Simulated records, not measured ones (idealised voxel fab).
process module | voxel spacer lines
cross-section cut | 220 nm wide | cells 5 nm
A cross-section is a grid of square cells, given in bands from the top down. A band is one or more rows of cells.
Each band's line starts with the height of the band's top and of its bottom, in nm. Then come its materials from left to right, each with its width in nm. One material with "throughout" fills the band from edge to edge. "air" is empty space.
Height 0 is the level under which the wafer as received is all one material. The lowest band goes on downwards, as in "0 down".
A width such as "30 to 40" changes by the same amount from each row of cells to the next, from the band's top row to its bottom row.
"no change" after a step means that no cell of the cross-section changed.
closed voids: empty space of 8 cells or more with no open way to the top, each as width x height at its distance from the left edge, in nm
after a step's settings: what the simulator itself notes on the step
overlay nm, on a step with a mask: how far to the right of its planned place the mask lay; to the left if negative
Each pair below shows a cross-section before one step and the cross-section after it, down to the lowest band that changed. The line under each pair gives the step between them, with its settings. The pairs can come from different runs of this module on the same starting wafer, so a pair continues from the pair above only where its "before" says so.
before
  0 down: Si throughout
  closed voids: none
after
  5 to 0: Al2O3 throughout
  below 0: unchanged
  closed voids: none
the step between: op CONFORMAL_DEP | material Al2O3 | thk nm 5
before: the cross-section after the pair above
after
  20 to 5: TiN throughout
  below 5: unchanged
  closed voids: none
the step between: op DIRECTIONAL_DEP | material TiN | thk nm 15
before: the cross-section after the pair above
after
  45 to 20: aC throughout
  below 20: unchanged
  closed voids: none
the step between: op DIRECTIONAL_DEP | material aC | thk nm 25
before: the cross-section after the pair above
after
  80 to 45: air 30 | resist 20 | air 50 | resist 20 | air 50 | resist 20 | air 30
  below 45: unchanged
  closed voids: none
the step between: op PATTERN | tone cover | mask id MANDREL | material resist | width nm 20 | pitch nm 70 | thk nm 35 | overlay nm 0
before: the cross-section after the pair above
after
  55 to 45: air 30 | resist 20 | air 50 | resist 20 | air 50 | resist 20 | air 30
  45 to 20: air 30 | aC 20 | air 50 | aC 20 | air 50 | aC 20 | air 30
  below 20: unchanged
  closed voids: none
the step between: op DIRECTIONAL_ETCH | etch materials aC | depth nm 25
before: the cross-section after the pair above
after
  45 to 20: air 30 | aC 20 | air 50 | aC 20 | air 50 | aC 20 | air 30
  below 20: unchanged
  closed voids: none
the step between: op STRIP | etch materials resist
before: the cross-section after the pair above
after
  60 to 45: air 15 | SiO2 50 | air 20 | SiO2 50 | air 20 | SiO2 50 | air 15
  45 to 35: air 15 | SiO2 15 | aC 20 | SiO2 15 | air 20 | SiO2 15 | aC 20 | SiO2 15 | air 20 | SiO2 15 | aC 20 | SiO2 15 | air 15
  35 to 20: SiO2 30 | aC 20 | SiO2 50 | aC 20 | SiO2 50 | aC 20 | SiO2 30
  below 20: unchanged
  closed voids: none
the step between: op CONFORMAL_DEP | material SiO2 | thk nm 15
before: the cross-section after the pair above
after
  45 to 20: air 15 | SiO2 15 | aC 20 | SiO2 15 | air 20 | SiO2 15 | aC 20 | SiO2 15 | air 20 | SiO2 15 | aC 20 | SiO2 15 | air 15
  below 20: unchanged
  closed voids: none
the step between: op DIRECTIONAL_ETCH | etch materials SiO2 | depth nm 15
before: the cross-section after the pair above
after
  45 to 20: air 15 | SiO2 15 | air 20 | SiO2 15 | air 20 | SiO2 15 | air 20 | SiO2 15 | air 20 | SiO2 15 | air 20 | SiO2 15 | air 15
  below 20: unchanged
  closed voids: none
the step between: op STRIP | etch materials aC
before: the cross-section after the pair above
after
  45 to 20: air 15 | SiO2 15 | air 20 | SiO2 15 | air 20 | SiO2 15 | air 20 | SiO2 15 | air 20 | SiO2 15 | air 20 | SiO2 15 | air 15
  20 to 5: air 15 | TiN 15 | air 20 | TiN 15 | air 20 | TiN 15 | air 20 | TiN 15 | air 20 | TiN 15 | air 20 | TiN 15 | air 15
  below 5: unchanged
  closed voids: none
the step between: op DIRECTIONAL_ETCH | etch materials TiN | depth nm 15
before: the cross-section after the pair above
after
  20 to 5: air 15 | TiN 15 | air 20 | TiN 15 | air 20 | TiN 15 | air 20 | TiN 15 | air 20 | TiN 15 | air 20 | TiN 15 | air 15
  below 5: unchanged
  closed voids: none
the step between: op STRIP | etch materials SiO2
before: the cross-section after the pair above
after
  30 to 20: lowk throughout
  20 to 5: lowk 15 | TiN 15 | lowk 20 | TiN 15 | lowk 20 | TiN 15 | lowk 20 | TiN 15 | lowk 20 | TiN 15 | lowk 20 | TiN 15 | lowk 15
  below 5: unchanged
  closed voids: none
the step between: op FILL_DEP | material lowk | thk nm 10
before: the cross-section after the pair above
after
  20 to 5: lowk 15 | TiN 15 | lowk 20 | TiN 15 | lowk 20 | TiN 15 | lowk 20 | TiN 15 | lowk 20 | TiN 15 | lowk 20 | TiN 15 | lowk 15
  below 5: unchanged
  closed voids: none
the step between: op CMP | height nm 20
before
  0 down: Si throughout
  closed voids: none
after
  15 to 0: TiN throughout
  below 0: unchanged
  closed voids: none
the step between: op DIRECTIONAL_DEP | material TiN | thk nm 15
before: the cross-section after the pair above
after
  40 to 15: aC throughout
  below 15: unchanged
  closed voids: none
the step between: op DIRECTIONAL_DEP | material aC | thk nm 25
before: the cross-section after the pair above
after
  75 to 40: air 30 | resist 20 | air 50 | resist 20 | air 50 | resist 20 | air 30
  below 40: unchanged
  closed voids: none
the step between: op PATTERN | tone cover | mask id MANDREL | material resist | width nm 20 | pitch nm 70 | thk nm 35 | overlay nm 0
before: the cross-section after the pair above
after
  50 to 40: air 30 | resist 20 | air 50 | resist 20 | air 50 | resist 20 | air 30
  40 to 15: air 30 | aC 20 | air 50 | aC 20 | air 50 | aC 20 | air 30
  below 15: unchanged
  closed voids: none
the step between: op DIRECTIONAL_ETCH | etch materials aC | depth nm 25
before: the cross-section after the pair above
after
  40 to 15: air 30 | aC 20 | air 50 | aC 20 | air 50 | aC 20 | air 30
  below 15: unchanged
  closed voids: none
the step between: op STRIP | etch materials resist
before: the cross-section after the pair above
after
  55 to 40: air 15 | SiO2 50 | air 20 | SiO2 50 | air 20 | SiO2 50 | air 15
  40 to 30: air 15 | SiO2 15 | aC 20 | SiO2 15 | air 20 | SiO2 15 | aC 20 | SiO2 15 | air 20 | SiO2 15 | aC 20 | SiO2 15 | air 15
  30 to 15: SiO2 30 | aC 20 | SiO2 50 | aC 20 | SiO2 50 | aC 20 | SiO2 30
  below 15: unchanged
  closed voids: none
the step between: op CONFORMAL_DEP | material SiO2 | thk nm 15
before: the cross-section after the pair above
after
  40 to 15: air 15 | SiO2 15 | aC 20 | SiO2 15 | air 20 | SiO2 15 | aC 20 | SiO2 15 | air 20 | SiO2 15 | aC 20 | SiO2 15 | air 15
  below 15: unchanged
  closed voids: none
the step between: op DIRECTIONAL_ETCH | etch materials SiO2 | depth nm 15
before: the cross-section after the pair above
after
  40 to 15: air 15 | SiO2 15 | air 20 | SiO2 15 | air 20 | SiO2 15 | air 20 | SiO2 15 | air 20 | SiO2 15 | air 20 | SiO2 15 | air 15
  below 15: unchanged
  closed voids: none
the step between: op STRIP | etch materials aC
before: the cross-section after the pair above
after
  40 to 15: air 15 | SiO2 15 | air 20 | SiO2 15 | air 20 | SiO2 15 | air 20 | SiO2 15 | air 20 | SiO2 15 | air 20 | SiO2 15 | air 15
  15 to 0: air 15 | TiN 15 | air 20 | TiN 15 | air 20 | TiN 15 | air 20 | TiN 15 | air 20 | TiN 15 | air 20 | TiN 15 | air 15
  below 0: unchanged
  closed voids: none
the step between: op DIRECTIONAL_ETCH | etch materials TiN | depth nm 15
before: the cross-section after the pair above
after
  15 to 0: air 15 | TiN 15 | air 20 | TiN 15 | air 20 | TiN 15 | air 20 | TiN 15 | air 20 | TiN 15 | air 20 | TiN 15 | air 15
  below 0: unchanged
  closed voids: none
the step between: op STRIP | etch materials SiO2
before: the cross-section after the pair above
after
  25 to 15: lowk throughout
  15 to 0: lowk 15 | TiN 15 | lowk 20 | TiN 15 | lowk 20 | TiN 15 | lowk 20 | TiN 15 | lowk 20 | TiN 15 | lowk 20 | TiN 15 | lowk 15
  below 0: unchanged
  closed voids: none
the step between: op FILL_DEP | material lowk | thk nm 10
before: the cross-section after the pair above
after
  20 to 15: lowk throughout
  below 15: unchanged
  closed voids: none
the step between: op CMP | height nm 20
before
  5 to 0: Al2O3 throughout
  0 down: Si throughout
  closed voids: none
after
  30 to 5: aC throughout
  below 5: unchanged
  closed voids: none
the step between: op DIRECTIONAL_DEP | material aC | thk nm 25
before: the cross-section after the pair above
after
  45 to 30: TiN throughout
  below 30: unchanged
  closed voids: none
the step between: op DIRECTIONAL_DEP | material TiN | thk nm 15
before: the cross-section after the pair above
after
  80 to 45: air 30 | resist 20 | air 50 | resist 20 | air 50 | resist 20 | air 30
  below 45: unchanged
  closed voids: none
the step between: op PATTERN | tone cover | mask id MANDREL | material resist | width nm 20 | pitch nm 70 | thk nm 35 | overlay nm 0
before: the cross-section after the pair above
after
  55 to 45: air 30 | resist 20 | air 50 | resist 20 | air 50 | resist 20 | air 30
  below 45: unchanged
  closed voids: none
the step between: op DIRECTIONAL_ETCH | etch materials aC | depth nm 25
before: the cross-section after the pair above
after
  45 to 30: TiN throughout
  below 30: unchanged
  closed voids: none
the step between: op STRIP | etch materials resist
before: the cross-section after the pair above
after
  60 to 45: SiO2 throughout
  below 45: unchanged
  closed voids: none
the step between: op CONFORMAL_DEP | material SiO2 | thk nm 15
before: the cross-section after the pair above
after
  45 to 30: TiN throughout
  below 30: unchanged
  closed voids: none
the step between: op DIRECTIONAL_ETCH | etch materials SiO2 | depth nm 15
before: the cross-section after the pair above
after
  30 to 5: aC throughout
  below 5: unchanged
  closed voids: none
the step between: op DIRECTIONAL_ETCH | etch materials TiN | depth nm 15
before: the cross-section after the pair above
after
  40 to 30: lowk throughout
  below 30: unchanged
  closed voids: none
the step between: op FILL_DEP | material lowk | thk nm 10
before: the cross-section after the pair above
after
  20 to 5: aC throughout
  below 5: unchanged
  closed voids: none
the step between: op CMP | height nm 20
before
  30 to 20: lowk throughout
  20 to 5: lowk 15 | TiN 15 | lowk 20 | TiN 15 | lowk 20 | TiN 15 | lowk 20 | TiN 15 | lowk 20 | TiN 15 | lowk 20 | TiN 15 | lowk 15
  5 to 0: Al2O3 throughout
  0 down: Si throughout
  closed voids: none
after
  10 to 5: lowk 15 | TiN 15 | lowk 20 | TiN 15 | lowk 20 | TiN 15 | lowk 20 | TiN 15 | lowk 20 | TiN 15 | lowk 20 | TiN 15 | lowk 15
  below 5: unchanged
  closed voids: none
the step between: op CMP | height nm 10
before
  45 to 20: aC throughout
  20 to 5: TiN throughout
  5 to 0: Al2O3 throughout
  0 down: Si throughout
  closed voids: none
after
  80 to 45: air 30 | resist 25 | air 45 | resist 25 | air 45 | resist 25 | air 25
  below 45: unchanged
  closed voids: none
the step between: op PATTERN | tone cover | mask id MANDREL | material resist | width nm 25 | pitch nm 70 | thk nm 35 | overlay nm 0
before: the cross-section after the pair above
after
  55 to 45: air 30 | resist 25 | air 45 | resist 25 | air 45 | resist 25 | air 25
  45 to 20: air 30 | aC 25 | air 45 | aC 25 | air 45 | aC 25 | air 25
  below 20: unchanged
  closed voids: none
the step between: op DIRECTIONAL_ETCH | etch materials aC | depth nm 25
before: the cross-section after the pair above
after
  45 to 20: air 30 | aC 25 | air 45 | aC 25 | air 45 | aC 25 | air 25
  below 20: unchanged
  closed voids: none
the step between: op STRIP | etch materials resist
before: the cross-section after the pair above
after
  60 to 45: air 15 | SiO2 55 | air 15 | SiO2 55 | air 15 | SiO2 55 | air 10
  45 to 35: air 15 | SiO2 15 | aC 25 | SiO2 15 | air 15 | SiO2 15 | aC 25 | SiO2 15 | air 15 | SiO2 15 | aC 25 | SiO2 15 | air 10
  35 to 20: SiO2 30 | aC 25 | SiO2 45 | aC 25 | SiO2 45 | aC 25 | SiO2 25
  below 20: unchanged
  closed voids: none
the step between: op CONFORMAL_DEP | material SiO2 | thk nm 15
before: the cross-section after the pair above
after
  45 to 20: air 15 | SiO2 15 | aC 25 | SiO2 15 | air 15 | SiO2 15 | aC 25 | SiO2 15 | air 15 | SiO2 15 | aC 25 | SiO2 15 | air 10
  below 20: unchanged
  closed voids: none
the step between: op DIRECTIONAL_ETCH | etch materials SiO2 | depth nm 15
before: the cross-section after the pair above
after
  45 to 20: air 15 | SiO2 15 | air 25 | SiO2 15 | air 15 | SiO2 15 | air 25 | SiO2 15 | air 15 | SiO2 15 | air 25 | SiO2 15 | air 10
  below 20: unchanged
  closed voids: none
the step between: op STRIP | etch materials aC
before: the cross-section after the pair above
after
  45 to 20: air 15 | SiO2 15 | air 25 | SiO2 15 | air 15 | SiO2 15 | air 25 | SiO2 15 | air 15 | SiO2 15 | air 25 | SiO2 15 | air 10
  20 to 5: air 15 | TiN 15 | air 25 | TiN 15 | air 15 | TiN 15 | air 25 | TiN 15 | air 15 | TiN 15 | air 25 | TiN 15 | air 10
  below 5: unchanged
  closed voids: none
the step between: op DIRECTIONAL_ETCH | etch materials TiN | depth nm 15
before: the cross-section after the pair above
after
  20 to 5: air 15 | TiN 15 | air 25 | TiN 15 | air 15 | TiN 15 | air 25 | TiN 15 | air 15 | TiN 15 | air 25 | TiN 15 | air 10
  below 5: unchanged
  closed voids: none
the step between: op STRIP | etch materials SiO2
before: the cross-section after the pair above
after
  30 to 20: lowk throughout
  20 to 5: lowk 15 | TiN 15 | lowk 25 | TiN 15 | lowk 15 | TiN 15 | lowk 25 | TiN 15 | lowk 15 | TiN 15 | lowk 25 | TiN 15 | lowk 10
  below 5: unchanged
  closed voids: none
the step between: op FILL_DEP | material lowk | thk nm 10
before: the cross-section after the pair above
after
  20 to 5: lowk 15 | TiN 15 | lowk 25 | TiN 15 | lowk 15 | TiN 15 | lowk 25 | TiN 15 | lowk 15 | TiN 15 | lowk 25 | TiN 15 | lowk 10
  below 5: unchanged
  closed voids: none
the step between: op CMP | height nm 20
before
  45 to 20: aC throughout
  20 to 5: TiN throughout
  5 to 0: Al2O3 throughout
  0 down: Si throughout
  closed voids: none
after
  80 to 45: air 40 | resist 20 | air 50 | resist 20 | air 50 | resist 20 | air 20
  below 45: unchanged
  closed voids: none
the step between: op PATTERN | tone cover | mask id MANDREL | material resist | width nm 20 | pitch nm 70 | thk nm 35 | overlay nm 10
before: the cross-section after the pair above
after
  55 to 45: air 40 | resist 20 | air 50 | resist 20 | air 50 | resist 20 | air 20
  45 to 20: air 40 | aC 20 | air 50 | aC 20 | air 50 | aC 20 | air 20
  below 20: unchanged
  closed voids: none
the step between: op DIRECTIONAL_ETCH | etch materials aC | depth nm 25
before: the cross-section after the pair above
after
  45 to 20: air 40 | aC 20 | air 50 | aC 20 | air 50 | aC 20 | air 20
  below 20: unchanged
  closed voids: none
the step between: op STRIP | etch materials resist
before: the cross-section after the pair above
after
  60 to 45: air 25 | SiO2 50 | air 20 | SiO2 50 | air 20 | SiO2 50 | air 5
  45 to 35: air 25 | SiO2 15 | aC 20 | SiO2 15 | air 20 | SiO2 15 | aC 20 | SiO2 15 | air 20 | SiO2 15 | aC 20 | SiO2 15 | air 5
  35 to 20: SiO2 40 | aC 20 | SiO2 50 | aC 20 | SiO2 50 | aC 20 | SiO2 20
  below 20: unchanged
  closed voids: none
the step between: op CONFORMAL_DEP | material SiO2 | thk nm 15
before: the cross-section after the pair above
after
  45 to 20: air 25 | SiO2 15 | aC 20 | SiO2 15 | air 20 | SiO2 15 | aC 20 | SiO2 15 | air 20 | SiO2 15 | aC 20 | SiO2 15 | air 5
  below 20: unchanged
  closed voids: none
the step between: op DIRECTIONAL_ETCH | etch materials SiO2 | depth nm 15
before: the cross-section after the pair above
after
  45 to 20: air 25 | SiO2 15 | air 20 | SiO2 15 | air 20 | SiO2 15 | air 20 | SiO2 15 | air 20 | SiO2 15 | air 20 | SiO2 15 | air 5
  below 20: unchanged
  closed voids: none
the step between: op STRIP | etch materials aC
before: the cross-section after the pair above
after
  45 to 20: air 25 | SiO2 15 | air 20 | SiO2 15 | air 20 | SiO2 15 | air 20 | SiO2 15 | air 20 | SiO2 15 | air 20 | SiO2 15 | air 5
  20 to 5: air 25 | TiN 15 | air 20 | TiN 15 | air 20 | TiN 15 | air 20 | TiN 15 | air 20 | TiN 15 | air 20 | TiN 15 | air 5
  below 5: unchanged
  closed voids: none
the step between: op DIRECTIONAL_ETCH | etch materials TiN | depth nm 15
before: the cross-section after the pair above
after
  20 to 5: air 25 | TiN 15 | air 20 | TiN 15 | air 20 | TiN 15 | air 20 | TiN 15 | air 20 | TiN 15 | air 20 | TiN 15 | air 5
  below 5: unchanged
  closed voids: none
the step between: op STRIP | etch materials SiO2
before: the cross-section after the pair above
after
  30 to 20: lowk throughout
  20 to 5: lowk 25 | TiN 15 | lowk 20 | TiN 15 | lowk 20 | TiN 15 | lowk 20 | TiN 15 | lowk 20 | TiN 15 | lowk 20 | TiN 15 | lowk 5
  below 5: unchanged
  closed voids: none
the step between: op FILL_DEP | material lowk | thk nm 10
before: the cross-section after the pair above
after
  20 to 5: lowk 25 | TiN 15 | lowk 20 | TiN 15 | lowk 20 | TiN 15 | lowk 20 | TiN 15 | lowk 20 | TiN 15 | lowk 20 | TiN 15 | lowk 5
  below 5: unchanged
  closed voids: none
the step between: op CMP | height nm 20
before
  5 to 0: Al2O3 throughout
  0 down: Si throughout
  closed voids: none
after
  20 to 0: Al2O3 throughout
  below 0: unchanged
  closed voids: none
the step between: op DIRECTIONAL_DEP | material Al2O3 | thk nm 15
before: the cross-section after the pair above
after
  45 to 20: aC throughout
  below 20: unchanged
  closed voids: none
the step between: op DIRECTIONAL_DEP | material aC | thk nm 25
before: the cross-section after the pair above
after
  80 to 45: air 30 | resist 20 | air 50 | resist 20 | air 50 | resist 20 | air 30
  below 45: unchanged
  closed voids: none
the step between: op PATTERN | tone cover | mask id MANDREL | material resist | width nm 20 | pitch nm 70 | thk nm 35 | overlay nm 0
before: the cross-section after the pair above
after
  55 to 45: air 30 | resist 20 | air 50 | resist 20 | air 50 | resist 20 | air 30
  45 to 20: air 30 | aC 20 | air 50 | aC 20 | air 50 | aC 20 | air 30
  below 20: unchanged
  closed voids: none
the step between: op DIRECTIONAL_ETCH | etch materials aC | depth nm 25
before: the cross-section after the pair above
after
  45 to 20: air 30 | aC 20 | air 50 | aC 20 | air 50 | aC 20 | air 30
  below 20: unchanged
  closed voids: none
the step between: op STRIP | etch materials resist
before: the cross-section after the pair above
after
  60 to 45: air 15 | SiO2 50 | air 20 | SiO2 50 | air 20 | SiO2 50 | air 15
  45 to 35: air 15 | SiO2 15 | aC 20 | SiO2 15 | air 20 | SiO2 15 | aC 20 | SiO2 15 | air 20 | SiO2 15 | aC 20 | SiO2 15 | air 15
  35 to 20: SiO2 30 | aC 20 | SiO2 50 | aC 20 | SiO2 50 | aC 20 | SiO2 30
  below 20: unchanged
  closed voids: none
the step between: op CONFORMAL_DEP | material SiO2 | thk nm 15
before: the cross-section after the pair above
after
  45 to 20: air 15 | SiO2 15 | aC 20 | SiO2 15 | air 20 | SiO2 15 | aC 20 | SiO2 15 | air 20 | SiO2 15 | aC 20 | SiO2 15 | air 15
  below 20: unchanged
  closed voids: none
the step between: op DIRECTIONAL_ETCH | etch materials SiO2 | depth nm 15
before: the cross-section after the pair above
after
  45 to 20: air 15 | SiO2 15 | air 20 | SiO2 15 | air 20 | SiO2 15 | air 20 | SiO2 15 | air 20 | SiO2 15 | air 20 | SiO2 15 | air 15
  below 20: unchanged
  closed voids: none
the step between: op STRIP | etch materials aC
before: the cross-section after the pair above
after
  20 to 0: Al2O3 throughout
  below 0: unchanged
  closed voids: none
the step between: op STRIP | etch materials SiO2
before: the cross-section after the pair above
after
  30 to 20: lowk throughout
  below 20: unchanged
  closed voids: none
the step between: op FILL_DEP | material lowk | thk nm 10
before: the cross-section after the pair above
after
  20 to 0: Al2O3 throughout
  below 0: unchanged
  closed voids: none
the step between: op CMP | height nm 20
